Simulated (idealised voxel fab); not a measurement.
process module | voxel transistor to metal
cross-section cut | 210 nm wide | cells 5 nm
A cross-section is a grid of square cells, given in bands from the top down. A band is one or more rows of cells.
Each band's line starts with the height of the band's top and of its bottom, in nm. Then come its materials from left to right, each with its width in nm. One material with "throughout" fills the band from edge to edge. "air" is empty space.
Height 0 is the level under which the wafer as received is all one material. The lowest band goes on downwards, as in "0 down".
A width such as "30 to 40" changes by the same amount from each row of cells to the next, from the band's top row to its bottom row.
"no change" after a step means that no cell of the cross-section changed.
closed voids: empty space of 8 cells or more with no open way to the top, each as width x height at its distance from the left edge, in nm
after a step's settings: what the simulator itself notes on the step
overlay nm, on a step with a mask: how far to the right of its planned place the mask lay; to the left if negative
plan
1 op RECEIVE | material Si
2 op CONFORMAL_DEP | material SiO2 | thk nm 5
3 op CONFORMAL_DEP | material SiN | thk nm 10
4 op DIRECTIONAL_DEP | material aC | thk nm 10
5 op PATTERN | tone cover | mask id ACTIVE | material resist | width nm 135 | thk nm 30 | overlay nm 0
6 op DIRECTIONAL_ETCH | etch materials aC | depth nm 10
7 op STRIP | etch materials resist
8 op DIRECTIONAL_ETCH | etch materials SiN | depth nm 10
9 op DIRECTIONAL_ETCH | etch materials SiO2 | depth nm 5
10 op DIRECTIONAL_ETCH | etch materials Si | depth nm 25
11 op STRIP | etch materials aC
12 op OXIDIZE | depth nm 5
13 op FILL_DEP | material SiO2 | thk nm 15
14 op CMP | height nm 15
15 op SELECTIVE_ETCH | etch materials SiO2 | depth nm 5
16 op STRIP | etch materials SiN
17 op SELECTIVE_ETCH | etch materials SiO2 | depth nm 5
18 op OXIDIZE | depth nm 5
19 op DIRECTIONAL_DEP | material polySi | thk nm 20
20 op DIRECTIONAL_DEP | material SiCN | thk nm 15
21 op DIRECTIONAL_DEP | material aC | thk nm 10
22 op PATTERN | tone cover | mask id GATE | material resist | width nm 35 | thk nm 25 | overlay nm 0
23 op DIRECTIONAL_ETCH | etch materials aC | depth nm 10
24 op STRIP | etch materials resist
25 op DIRECTIONAL_ETCH | etch materials SiCN | depth nm 25
26 op DIRECTIONAL_ETCH | etch materials polySi | depth nm 30
27 op STRIP | etch materials aC
28 op CONFORMAL_DEP | material SiO2 | thk nm 5
29 op DIRECTIONAL_ETCH | etch materials SiO2 | depth nm 5
30 op CONFORMAL_DEP | material SiN | thk nm 5
31 op DIRECTIONAL_ETCH | etch materials SiN | depth nm 5
32 op DIRECTIONAL_ETCH | etch materials SiO2 | depth nm 5
33 op EPI | material pSi | thk nm 5
34 op FILL_DEP | material SiO2 | thk nm 10
35 op CMP | height nm 20
36 op STRIP | etch materials polySi
37 op SELECTIVE_ETCH | etch materials SiO2 | depth nm 5
38 op CONFORMAL_DEP | material HfO2 | thk nm 5
39 op CONFORMAL_DEP | material TiN | thk nm 5
40 op FILL_DEP | material W | thk nm 10
41 op CMP | height nm 15
42 op DIRECTIONAL_DEP | material SiO2 | thk nm 15
43 op MASKED_ETCH | tone open | mask id CONTACT | width nm 20 | pitch nm 95 | etch materials SiO2 | depth nm 30 | overlay nm 0
44 op CONFORMAL_DEP | material TiN | thk nm 5
45 op FILL_DEP | material W | thk nm 10
46 op CMP | height nm 30
47 op CONFORMAL_DEP | material SiN | thk nm 5
48 op DIRECTIONAL_DEP | material SiO2 | thk nm 15
49 op PATTERN | tone open | mask id METAL_1 | material resist | width nm 20 | pitch nm 95 | thk nm 20 | overlay nm 0
50 op DIRECTIONAL_ETCH | etch materials SiO2 | depth nm 15
51 op DIRECTIONAL_ETCH | etch materials SiN | depth nm 5
52 op STRIP | etch materials resist
53 op CONFORMAL_DEP | material TiN | thk nm 5
54 op FILL_DEP | material Cu | thk nm 10
55 op CMP | height nm 50
56 op EPI | material Ru | thk nm 5
57 op FILL_DEP | material SiCN | thk nm 5
first wafer, as planned
as received, after step 1
  0 down: Si throughout
  closed voids: none
after step 2
  5 to 0: SiO2 throughout
  below 0: unchanged
after step 3
  15 to 5: SiN throughout
  below 5: unchanged
after step 4
  25 to 15: aC throughout
  below 15: unchanged
after step 5
  55 to 25: air 35 | resist 135 | air 40
  below 25: unchanged
after step 6
  45 to 25: air 35 | resist 135 | air 40
  25 to 15: air 35 | aC 135 | air 40
  below 15: unchanged
after step 7
  25 to 15: air 35 | aC 135 | air 40
  below 15: unchanged
after step 8
  25 to 15: air 35 | aC 135 | air 40
  15 to 5: air 35 | SiN 135 | air 40
  below 5: unchanged
after step 9
  25 to 15: air 35 | aC 135 | air 40
  15 to 5: air 35 | SiN 135 | air 40
  5 to 0: air 35 | SiO2 135 | air 40
  below 0: unchanged
after step 10
  25 to 15: air 35 | aC 135 | air 40
  15 to 5: air 35 | SiN 135 | air 40
  5 to 0: air 35 | SiO2 135 | air 40
  0 to -25: air 35 | Si 135 | air 40
  below -25: unchanged
after step 11
  15 to 5: air 35 | SiN 135 | air 40
  below 5: unchanged
after step 12
  15 to 5: air 35 | SiN 135 | air 40
  5 to 0: air 35 | SiO2 135 | air 40
  0 to -25: air 35 | SiO2 5 | Si 125 | SiO2 5 | air 40
  -25 to -30: SiO2 40 | Si 125 | SiO2 45
  below -30: unchanged
after step 13
  30 to 15: SiO2 throughout
  15 to 5: SiO2 35 | SiN 135 | SiO2 40
  5 to 0: SiO2 throughout
  0 to -30: SiO2 40 | Si 125 | SiO2 45
  below -30: unchanged
after step 14
  15 to 5: SiO2 35 | SiN 135 | SiO2 40
  below 5: unchanged
after step 15
  15 to 10: air 35 | SiN 135 | air 40
  below 10: unchanged
after step 16
  10 to 5: SiO2 35 | air 135 | SiO2 40
  below 5: unchanged
after step 17
  5 to 0: SiO2 30 | air 145 | SiO2 35
  below 0: unchanged
after step 18
  5 to 0: SiO2 30 | air 145 | SiO2 35
  0 to -5: SiO2 throughout
  below -5: unchanged
after step 19
  25 to 20: polySi 30 | air 145 | polySi 35
  20 to 5: polySi throughout
  5 to 0: SiO2 30 | polySi 145 | SiO2 35
  below 0: unchanged
after step 20
  40 to 35: SiCN 30 | air 145 | SiCN 35
  35 to 25: SiCN throughout
  25 to 20: polySi 30 | SiCN 145 | polySi 35
  below 20: unchanged
after step 21
  50 to 45: aC 30 | air 145 | aC 35
  45 to 40: aC throughout
  40 to 35: SiCN 30 | aC 145 | SiCN 35
  below 35: unchanged
after step 22
  75 to 50: air 85 | resist 35 | air 90
  50 to 45: aC 30 | air 55 | resist 35 | air 55 | aC 35
  below 45: unchanged
after step 23
  65 to 45: air 85 | resist 35 | air 90
  45 to 40: air 85 | aC 35 | air 90
  40 to 35: SiCN 30 | air 55 | aC 35 | air 55 | SiCN 35
  below 35: unchanged
after step 24
  45 to 40: air 85 | aC 35 | air 90
  below 40: unchanged
after step 25
  45 to 35: air 85 | aC 35 | air 90
  35 to 25: air 85 | SiCN 35 | air 90
  25 to 20: polySi 30 | air 55 | SiCN 35 | air 55 | polySi 35
  below 20: unchanged
after step 26
  45 to 35: air 85 | aC 35 | air 90
  35 to 20: air 85 | SiCN 35 | air 90
  20 to 5: air 85 | polySi 35 | air 90
  5 to 0: SiO2 30 | air 55 | polySi 35 | air 55 | SiO2 35
  below 0: unchanged
after step 27
  35 to 20: air 85 | SiCN 35 | air 90
  below 20: unchanged
after step 28
  40 to 35: air 80 | SiO2 45 | air 85
  35 to 20: air 80 | SiO2 5 | SiCN 35 | SiO2 5 | air 85
  20 to 10: air 80 | SiO2 5 | polySi 35 | SiO2 5 | air 85
  10 to 5: SiO2 35 | air 45 | SiO2 5 | polySi 35 | SiO2 5 | air 45 | SiO2 40
  5 to 0: SiO2 85 | polySi 35 | SiO2 90
  below 0: unchanged
after step 29
  35 to 20: air 80 | SiO2 5 | SiCN 35 | SiO2 5 | air 85
  20 to 5: air 80 | SiO2 5 | polySi 35 | SiO2 5 | air 85
  5 to 0: SiO2 35 | air 45 | SiO2 5 | polySi 35 | SiO2 5 | air 45 | SiO2 40
  below 0: unchanged
after step 30
  40 to 35: air 75 | SiN 55 | air 80
  35 to 20: air 75 | SiN 5 | SiO2 5 | SiCN 35 | SiO2 5 | SiN 5 | air 80
  20 to 10: air 75 | SiN 5 | SiO2 5 | polySi 35 | SiO2 5 | SiN 5 | air 80
  10 to 5: SiN 40 | air 35 | SiN 5 | SiO2 5 | polySi 35 | SiO2 5 | SiN 5 | air 35 | SiN 45
  5 to 0: SiO2 35 | SiN 45 | SiO2 5 | polySi 35 | SiO2 5 | SiN 45 | SiO2 40
  below 0: unchanged
after step 31
  35 to 20: air 75 | SiN 5 | SiO2 5 | SiCN 35 | SiO2 5 | SiN 5 | air 80
  20 to 5: air 75 | SiN 5 | SiO2 5 | polySi 35 | SiO2 5 | SiN 5 | air 80
  5 to 0: SiO2 35 | SiN 5 | air 35 | SiN 5 | SiO2 5 | polySi 35 | SiO2 5 | SiN 5 | air 35 | SiN 5 | SiO2 40
  below 0: unchanged
after step 32
  35 to 30: air 75 | SiN 5 | air 5 | SiCN 35 | air 5 | SiN 5 | air 80
  30 to 20: air 75 | SiN 5 | SiO2 5 | SiCN 35 | SiO2 5 | SiN 5 | air 80
  20 to 5: air 75 | SiN 5 | SiO2 5 | polySi 35 | SiO2 5 | SiN 5 | air 80
  5 to 0: air 35 | SiN 5 | air 35 | SiN 5 | SiO2 5 | polySi 35 | SiO2 5 | SiN 5 | air 35 | SiN 5 | air 40
  0 to -5: SiO2 40 | air 35 | SiO2 55 | air 35 | SiO2 45
  below -5: unchanged
after step 33
  35 to 30: air 75 | SiN 5 | air 5 | SiCN 35 | air 5 | SiN 5 | air 80
  30 to 20: air 75 | SiN 5 | SiO2 5 | SiCN 35 | SiO2 5 | SiN 5 | air 80
  20 to 5: air 75 | SiN 5 | SiO2 5 | polySi 35 | SiO2 5 | SiN 5 | air 80
  5 to 0: air 35 | SiN 5 | air 35 | SiN 5 | SiO2 5 | polySi 35 | SiO2 5 | SiN 5 | air 35 | SiN 5 | air 40
  0 to -5: SiO2 40 | pSi 35 | SiO2 55 | pSi 35 | SiO2 45
  below -5: unchanged
after step 34
  45 to 35: SiO2 throughout
  35 to 20: SiO2 75 | SiN 5 | SiO2 5 | SiCN 35 | SiO2 5 | SiN 5 | SiO2 80
  20 to 5: SiO2 75 | SiN 5 | SiO2 5 | polySi 35 | SiO2 5 | SiN 5 | SiO2 80
  5 to 0: SiO2 35 | SiN 5 | SiO2 35 | SiN 5 | SiO2 5 | polySi 35 | SiO2 5 | SiN 5 | SiO2 35 | SiN 5 | SiO2 40
  below 0: unchanged
after step 35
  20 to 5: SiO2 75 | SiN 5 | SiO2 5 | polySi 35 | SiO2 5 | SiN 5 | SiO2 80
  below 5: unchanged
after step 36
  20 to 5: SiO2 75 | SiN 5 | SiO2 5 | air 35 | SiO2 5 | SiN 5 | SiO2 80
  5 to 0: SiO2 35 | SiN 5 | SiO2 35 | SiN 5 | SiO2 5 | air 35 | SiO2 5 | SiN 5 | SiO2 35 | SiN 5 | SiO2 40
  below 0: unchanged
after step 37
  20 to 15: air 75 | SiN 5 | air 45 | SiN 5 | air 80
  15 to 5: SiO2 75 | SiN 5 | air 45 | SiN 5 | SiO2 80
  5 to 0: SiO2 35 | SiN 5 | SiO2 35 | SiN 5 | air 45 | SiN 5 | SiO2 35 | SiN 5 | SiO2 40
  0 to -5: SiO2 40 | pSi 35 | SiO2 5 | air 45 | SiO2 5 | pSi 35 | SiO2 45
  below -5: unchanged
after step 38
  25 to 20: air 70 | HfO2 15 | air 35 | HfO2 15 | air 75
  20 to 15: HfO2 75 | SiN 5 | HfO2 5 | air 35 | HfO2 5 | SiN 5 | HfO2 80
  15 to 5: SiO2 75 | SiN 5 | HfO2 5 | air 35 | HfO2 5 | SiN 5 | SiO2 80
  5 to 0: SiO2 35 | SiN 5 | SiO2 35 | SiN 5 | HfO2 5 | air 35 | HfO2 5 | SiN 5 | SiO2 35 | SiN 5 | SiO2 40
  0 to -5: SiO2 40 | pSi 35 | SiO2 5 | HfO2 45 | SiO2 5 | pSi 35 | SiO2 45
  below -5: unchanged
after step 39
  30 to 25: air 65 | TiN 25 | air 25 | TiN 25 | air 70
  25 to 20: TiN 70 | HfO2 15 | TiN 5 | air 25 | TiN 5 | HfO2 15 | TiN 75
  20 to 15: HfO2 75 | SiN 5 | HfO2 5 | TiN 5 | air 25 | TiN 5 | HfO2 5 | SiN 5 | HfO2 80
  15 to 5: SiO2 75 | SiN 5 | HfO2 5 | TiN 5 | air 25 | TiN 5 | HfO2 5 | SiN 5 | SiO2 80
  5 to 0: SiO2 35 | SiN 5 | SiO2 35 | SiN 5 | HfO2 5 | TiN 35 | HfO2 5 | SiN 5 | SiO2 35 | SiN 5 | SiO2 40
  below 0: unchanged
after step 40
  40 to 30: W throughout
  30 to 25: W 65 | TiN 25 | W 25 | TiN 25 | W 70
  25 to 20: TiN 70 | HfO2 15 | TiN 5 | W 25 | TiN 5 | HfO2 15 | TiN 75
  20 to 15: HfO2 75 | SiN 5 | HfO2 5 | TiN 5 | W 25 | TiN 5 | HfO2 5 | SiN 5 | HfO2 80
  15 to 5: SiO2 75 | SiN 5 | HfO2 5 | TiN 5 | W 25 | TiN 5 | HfO2 5 | SiN 5 | SiO2 80
  below 5: unchanged
after step 41
  15 to 5: SiO2 75 | SiN 5 | HfO2 5 | TiN 5 | W 25 | TiN 5 | HfO2 5 | SiN 5 | SiO2 80
  below 5: unchanged
after step 42
  30 to 15: SiO2 throughout
  below 15: unchanged
after step 43
  30 to 15: SiO2 45 | air 20 | SiO2 75 | air 20 | SiO2 50
  15 to 5: SiO2 45 | air 20 | SiO2 10 | SiN 5 | HfO2 5 | TiN 5 | W 25 | TiN 5 | HfO2 5 | SiN 5 | SiO2 10 | air 20 | SiO2 50
  5 to 0: SiO2 35 | SiN 5 | SiO2 5 | air 20 | SiO2 10 | SiN 5 | HfO2 5 | TiN 35 | HfO2 5 | SiN 5 | SiO2 10 | air 20 | SiO2 5 | SiN 5 | SiO2 40
  below 0: unchanged
after step 44
  35 to 30: TiN 50 | air 10 | TiN 85 | air 10 | TiN 55
  30 to 15: SiO2 45 | TiN 5 | air 10 | TiN 5 | SiO2 75 | TiN 5 | air 10 | TiN 5 | SiO2 50
  15 to 5: SiO2 45 | TiN 5 | air 10 | TiN 5 | SiO2 10 | SiN 5 | HfO2 5 | TiN 5 | W 25 | TiN 5 | HfO2 5 | SiN 5 | SiO2 10 | TiN 5 | air 10 | TiN 5 | SiO2 50
  5 to 0: SiO2 35 | SiN 5 | SiO2 5 | TiN 20 | SiO2 10 | SiN 5 | HfO2 5 | TiN 35 | HfO2 5 | SiN 5 | SiO2 10 | TiN 20 | SiO2 5 | SiN 5 | SiO2 40
  below 0: unchanged
after step 45
  45 to 35: W throughout
  35 to 30: TiN 50 | W 10 | TiN 85 | W 10 | TiN 55
  30 to 15: SiO2 45 | TiN 5 | W 10 | TiN 5 | SiO2 75 | TiN 5 | W 10 | TiN 5 | SiO2 50
  15 to 5: SiO2 45 | TiN 5 | W 10 | TiN 5 | SiO2 10 | SiN 5 | HfO2 5 | TiN 5 | W 25 | TiN 5 | HfO2 5 | SiN 5 | SiO2 10 | TiN 5 | W 10 | TiN 5 | SiO2 50
  below 5: unchanged
after step 46
  30 to 15: SiO2 45 | TiN 5 | W 10 | TiN 5 | SiO2 75 | TiN 5 | W 10 | TiN 5 | SiO2 50
  below 15: unchanged
after step 47
  35 to 30: SiN throughout
  below 30: unchanged
after step 48
  50 to 35: SiO2 throughout
  below 35: unchanged
after step 49
  70 to 50: resist 45 | air 20 | resist 75 | air 20 | resist 50
  below 50: unchanged
after step 50
  70 to 50: resist 45 | air 20 | resist 75 | air 20 | resist 50
  50 to 35: SiO2 45 | air 20 | SiO2 75 | air 20 | SiO2 50
  below 35: unchanged
after step 51
  70 to 50: resist 45 | air 20 | resist 75 | air 20 | resist 50
  50 to 35: SiO2 45 | air 20 | SiO2 75 | air 20 | SiO2 50
  35 to 30: SiN 45 | air 20 | SiN 75 | air 20 | SiN 50
  below 30: unchanged
after step 52
  50 to 35: SiO2 45 | air 20 | SiO2 75 | air 20 | SiO2 50
  below 35: unchanged
after step 53
  55 to 50: TiN 50 | air 10 | TiN 85 | air 10 | TiN 55
  50 to 35: SiO2 45 | TiN 5 | air 10 | TiN 5 | SiO2 75 | TiN 5 | air 10 | TiN 5 | SiO2 50
  35 to 30: SiN 45 | TiN 20 | SiN 75 | TiN 20 | SiN 50
  below 30: unchanged
after step 54
  65 to 55: Cu throughout
  55 to 50: TiN 50 | Cu 10 | TiN 85 | Cu 10 | TiN 55
  50 to 35: SiO2 45 | TiN 5 | Cu 10 | TiN 5 | SiO2 75 | TiN 5 | Cu 10 | TiN 5 | SiO2 50
  below 35: unchanged
after step 55
  50 to 35: SiO2 45 | TiN 5 | Cu 10 | TiN 5 | SiO2 75 | TiN 5 | Cu 10 | TiN 5 | SiO2 50
  below 35: unchanged
after step 56
  55 to 50: air 40 | Ru 30 | air 65 | Ru 30 | air 45
  below 50: unchanged
after step 57
  60 to 55: SiCN throughout
  55 to 50: SiCN 40 | Ru 30 | SiCN 65 | Ru 30 | SiCN 45
  below 50: unchanged
second wafer: like start, like plan, one mistake. Through step 21 it matches the first wafer
when step 22 should have ended
  75 to 50: air 75 | resist 35 | air 100
  50 to 45: aC 30 | air 45 | resist 35 | air 65 | aC 35
  below 45: unchanged
when step 23 should have ended
  65 to 45: air 75 | resist 35 | air 100
  45 to 40: air 75 | aC 35 | air 100
  40 to 35: SiCN 30 | air 45 | aC 35 | air 65 | SiCN 35
  below 35: unchanged
when step 24 should have ended
  45 to 40: air 75 | aC 35 | air 100
  below 40: unchanged
when step 25 should have ended
  45 to 35: air 75 | aC 35 | air 100
  35 to 25: air 75 | SiCN 35 | air 100
  25 to 20: polySi 30 | air 45 | SiCN 35 | air 65 | polySi 35
  below 20: unchanged
when step 26 should have ended
  45 to 35: air 75 | aC 35 | air 100
  35 to 20: air 75 | SiCN 35 | air 100
  20 to 5: air 75 | polySi 35 | air 100
  5 to 0: SiO2 30 | air 45 | polySi 35 | air 65 | SiO2 35
  below 0: unchanged
when step 27 should have ended
  35 to 20: air 75 | SiCN 35 | air 100
  below 20: unchanged
when step 28 should have ended
  40 to 35: air 70 | SiO2 45 | air 95
  35 to 20: air 70 | SiO2 5 | SiCN 35 | SiO2 5 | air 95
  20 to 10: air 70 | SiO2 5 | polySi 35 | SiO2 5 | air 95
  10 to 5: SiO2 35 | air 35 | SiO2 5 | polySi 35 | SiO2 5 | air 55 | SiO2 40
  5 to 0: SiO2 75 | polySi 35 | SiO2 100
  below 0: unchanged
when step 29 should have ended
  35 to 20: air 70 | SiO2 5 | SiCN 35 | SiO2 5 | air 95
  20 to 5: air 70 | SiO2 5 | polySi 35 | SiO2 5 | air 95
  5 to 0: SiO2 35 | air 35 | SiO2 5 | polySi 35 | SiO2 5 | air 55 | SiO2 40
  below 0: unchanged
when step 30 should have ended
  40 to 35: air 65 | SiN 55 | air 90
  35 to 20: air 65 | SiN 5 | SiO2 5 | SiCN 35 | SiO2 5 | SiN 5 | air 90
  20 to 10: air 65 | SiN 5 | SiO2 5 | polySi 35 | SiO2 5 | SiN 5 | air 90
  10 to 5: SiN 40 | air 25 | SiN 5 | SiO2 5 | polySi 35 | SiO2 5 | SiN 5 | air 45 | SiN 45
  5 to 0: SiO2 35 | SiN 35 | SiO2 5 | polySi 35 | SiO2 5 | SiN 55 | SiO2 40
  below 0: unchanged
when step 31 should have ended
  35 to 20: air 65 | SiN 5 | SiO2 5 | SiCN 35 | SiO2 5 | SiN 5 | air 90
  20 to 5: air 65 | SiN 5 | SiO2 5 | polySi 35 | SiO2 5 | SiN 5 | air 90
  5 to 0: SiO2 35 | SiN 5 | air 25 | SiN 5 | SiO2 5 | polySi 35 | SiO2 5 | SiN 5 | air 45 | SiN 5 | SiO2 40
  below 0: unchanged
when step 32 should have ended
  35 to 30: air 65 | SiN 5 | air 5 | SiCN 35 | air 5 | SiN 5 | air 90
  30 to 20: air 65 | SiN 5 | SiO2 5 | SiCN 35 | SiO2 5 | SiN 5 | air 90
  20 to 5: air 65 | SiN 5 | SiO2 5 | polySi 35 | SiO2 5 | SiN 5 | air 90
  5 to 0: air 35 | SiN 5 | air 25 | SiN 5 | SiO2 5 | polySi 35 | SiO2 5 | SiN 5 | air 45 | SiN 5 | air 40
  0 to -5: SiO2 40 | air 25 | SiO2 55 | air 45 | SiO2 45
  below -5: unchanged
when step 33 should have ended
  35 to 30: air 65 | SiN 5 | air 5 | SiCN 35 | air 5 | SiN 5 | air 90
  30 to 20: air 65 | SiN 5 | SiO2 5 | SiCN 35 | SiO2 5 | SiN 5 | air 90
  20 to 5: air 65 | SiN 5 | SiO2 5 | polySi 35 | SiO2 5 | SiN 5 | air 90
  5 to 0: air 35 | SiN 5 | air 25 | SiN 5 | SiO2 5 | polySi 35 | SiO2 5 | SiN 5 | air 45 | SiN 5 | air 40
  0 to -5: SiO2 40 | pSi 25 | SiO2 55 | pSi 45 | SiO2 45
  below -5: unchanged
when step 34 should have ended
  45 to 35: SiO2 throughout
  35 to 20: SiO2 65 | SiN 5 | SiO2 5 | SiCN 35 | SiO2 5 | SiN 5 | SiO2 90
  20 to 5: SiO2 65 | SiN 5 | SiO2 5 | polySi 35 | SiO2 5 | SiN 5 | SiO2 90
  5 to 0: SiO2 35 | SiN 5 | SiO2 25 | SiN 5 | SiO2 5 | polySi 35 | SiO2 5 | SiN 5 | SiO2 45 | SiN 5 | SiO2 40
  below 0: unchanged
when step 35 should have ended
  20 to 5: SiO2 65 | SiN 5 | SiO2 5 | polySi 35 | SiO2 5 | SiN 5 | SiO2 90
  below 5: unchanged
when step 36 should have ended
  20 to 5: SiO2 65 | SiN 5 | SiO2 5 | air 35 | SiO2 5 | SiN 5 | SiO2 90
  5 to 0: SiO2 35 | SiN 5 | SiO2 25 | SiN 5 | SiO2 5 | air 35 | SiO2 5 | SiN 5 | SiO2 45 | SiN 5 | SiO2 40
  below 0: unchanged
when step 37 should have ended
  20 to 15: air 65 | SiN 5 | air 45 | SiN 5 | air 90
  15 to 5: SiO2 65 | SiN 5 | air 45 | SiN 5 | SiO2 90
  5 to 0: SiO2 35 | SiN 5 | SiO2 25 | SiN 5 | air 45 | SiN 5 | SiO2 45 | SiN 5 | SiO2 40
  0 to -5: SiO2 40 | pSi 25 | SiO2 5 | air 45 | SiO2 5 | pSi 45 | SiO2 45
  below -5: unchanged
when step 38 should have ended
  25 to 20: air 60 | HfO2 15 | air 35 | HfO2 15 | air 85
  20 to 15: HfO2 65 | SiN 5 | HfO2 5 | air 35 | HfO2 5 | SiN 5 | HfO2 90
  15 to 5: SiO2 65 | SiN 5 | HfO2 5 | air 35 | HfO2 5 | SiN 5 | SiO2 90
  5 to 0: SiO2 35 | SiN 5 | SiO2 25 | SiN 5 | HfO2 5 | air 35 | HfO2 5 | SiN 5 | SiO2 45 | SiN 5 | SiO2 40
  0 to -5: SiO2 40 | pSi 25 | SiO2 5 | HfO2 45 | SiO2 5 | pSi 45 | SiO2 45
  below -5: unchanged
when step 39 should have ended
  30 to 25: air 55 | TiN 25 | air 25 | TiN 25 | air 80
  25 to 20: TiN 60 | HfO2 15 | TiN 5 | air 25 | TiN 5 | HfO2 15 | TiN 85
  20 to 15: HfO2 65 | SiN 5 | HfO2 5 | TiN 5 | air 25 | TiN 5 | HfO2 5 | SiN 5 | HfO2 90
  15 to 5: SiO2 65 | SiN 5 | HfO2 5 | TiN 5 | air 25 | TiN 5 | HfO2 5 | SiN 5 | SiO2 90
  5 to 0: SiO2 35 | SiN 5 | SiO2 25 | SiN 5 | HfO2 5 | TiN 35 | HfO2 5 | SiN 5 | SiO2 45 | SiN 5 | SiO2 40
  below 0: unchanged
when step 40 should have ended
  40 to 30: W throughout
  30 to 25: W 55 | TiN 25 | W 25 | TiN 25 | W 80
  25 to 20: TiN 60 | HfO2 15 | TiN 5 | W 25 | TiN 5 | HfO2 15 | TiN 85
  20 to 15: HfO2 65 | SiN 5 | HfO2 5 | TiN 5 | W 25 | TiN 5 | HfO2 5 | SiN 5 | HfO2 90
  15 to 5: SiO2 65 | SiN 5 | HfO2 5 | TiN 5 | W 25 | TiN 5 | HfO2 5 | SiN 5 | SiO2 90
  below 5: unchanged
when step 41 should have ended
  15 to 5: SiO2 65 | SiN 5 | HfO2 5 | TiN 5 | W 25 | TiN 5 | HfO2 5 | SiN 5 | SiO2 90
  below 5: unchanged
when step 42 should have ended
  30 to 15: SiO2 throughout
  below 15: unchanged
when step 43 should have ended
  30 to 15: SiO2 45 | air 20 | SiO2 75 | air 20 | SiO2 50
  15 to 5: SiO2 45 | air 20 | SiN 5 | HfO2 5 | TiN 5 | W 25 | TiN 5 | HfO2 5 | SiN 5 | SiO2 20 | air 20 | SiO2 50
  5 to 0: SiO2 35 | SiN 5 | SiO2 5 | air 20 | SiN 5 | HfO2 5 | TiN 35 | HfO2 5 | SiN 5 | SiO2 20 | air 20 | SiO2 5 | SiN 5 | SiO2 40
  below 0: unchanged
when step 44 should have ended
  35 to 30: TiN 50 | air 10 | TiN 85 | air 10 | TiN 55
  30 to 15: SiO2 45 | TiN 5 | air 10 | TiN 5 | SiO2 75 | TiN 5 | air 10 | TiN 5 | SiO2 50
  15 to 5: SiO2 45 | TiN 5 | air 10 | TiN 5 | SiN 5 | HfO2 5 | TiN 5 | W 25 | TiN 5 | HfO2 5 | SiN 5 | SiO2 20 | TiN 5 | air 10 | TiN 5 | SiO2 50
  5 to 0: SiO2 35 | SiN 5 | SiO2 5 | TiN 20 | SiN 5 | HfO2 5 | TiN 35 | HfO2 5 | SiN 5 | SiO2 20 | TiN 20 | SiO2 5 | SiN 5 | SiO2 40
  below 0: unchanged
when step 45 should have ended
  45 to 35: W throughout
  35 to 30: TiN 50 | W 10 | TiN 85 | W 10 | TiN 55
  30 to 15: SiO2 45 | TiN 5 | W 10 | TiN 5 | SiO2 75 | TiN 5 | W 10 | TiN 5 | SiO2 50
  15 to 5: SiO2 45 | TiN 5 | W 10 | TiN 5 | SiN 5 | HfO2 5 | TiN 5 | W 25 | TiN 5 | HfO2 5 | SiN 5 | SiO2 20 | TiN 5 | W 10 | TiN 5 | SiO2 50
  below 5: unchanged
when step 46 should have ended
  30 to 15: SiO2 45 | TiN 5 | W 10 | TiN 5 | SiO2 75 | TiN 5 | W 10 | TiN 5 | SiO2 50
  below 15: unchanged
when step 47 should have ended
  35 to 30: SiN throughout
  below 30: unchanged
when step 48 should have ended
  50 to 35: SiO2 throughout
  below 35: unchanged
when step 49 should have ended
  70 to 50: resist 45 | air 20 | resist 75 | air 20 | resist 50
  below 50: unchanged
when step 50 should have ended
  70 to 50: resist 45 | air 20 | resist 75 | air 20 | resist 50
  50 to 35: SiO2 45 | air 20 | SiO2 75 | air 20 | SiO2 50
  below 35: unchanged
when step 51 should have ended
  70 to 50: resist 45 | air 20 | resist 75 | air 20 | resist 50
  50 to 35: SiO2 45 | air 20 | SiO2 75 | air 20 | SiO2 50
  35 to 30: SiN 45 | air 20 | SiN 75 | air 20 | SiN 50
  below 30: unchanged
when step 52 should have ended
  50 to 35: SiO2 45 | air 20 | SiO2 75 | air 20 | SiO2 50
  below 35: unchanged
when step 53 should have ended
  55 to 50: TiN 50 | air 10 | TiN 85 | air 10 | TiN 55
  50 to 35: SiO2 45 | TiN 5 | air 10 | TiN 5 | SiO2 75 | TiN 5 | air 10 | TiN 5 | SiO2 50
  35 to 30: SiN 45 | TiN 20 | SiN 75 | TiN 20 | SiN 50
  below 30: unchanged
when step 54 should have ended
  65 to 55: Cu throughout
  55 to 50: TiN 50 | Cu 10 | TiN 85 | Cu 10 | TiN 55
  50 to 35: SiO2 45 | TiN 5 | Cu 10 | TiN 5 | SiO2 75 | TiN 5 | Cu 10 | TiN 5 | SiO2 50
  below 35: unchanged
when step 55 should have ended
  50 to 35: SiO2 45 | TiN 5 | Cu 10 | TiN 5 | SiO2 75 | TiN 5 | Cu 10 | TiN 5 | SiO2 50
  below 35: unchanged
when step 56 should have ended
  55 to 50: air 40 | Ru 30 | air 65 | Ru 30 | air 45
  below 50: unchanged
when step 57 should have ended
  60 to 55: SiCN throughout
  55 to 50: SiCN 40 | Ru 30 | SiCN 65 | Ru 30 | SiCN 45
  below 50: unchanged
what went wrong: step 22 ran as: op PATTERN | tone cover | mask id GATE | material resist | width nm 35 | thk nm 25 | overlay nm -10
at the end the second wafer has, in cells: as many of each material as the first, in other places
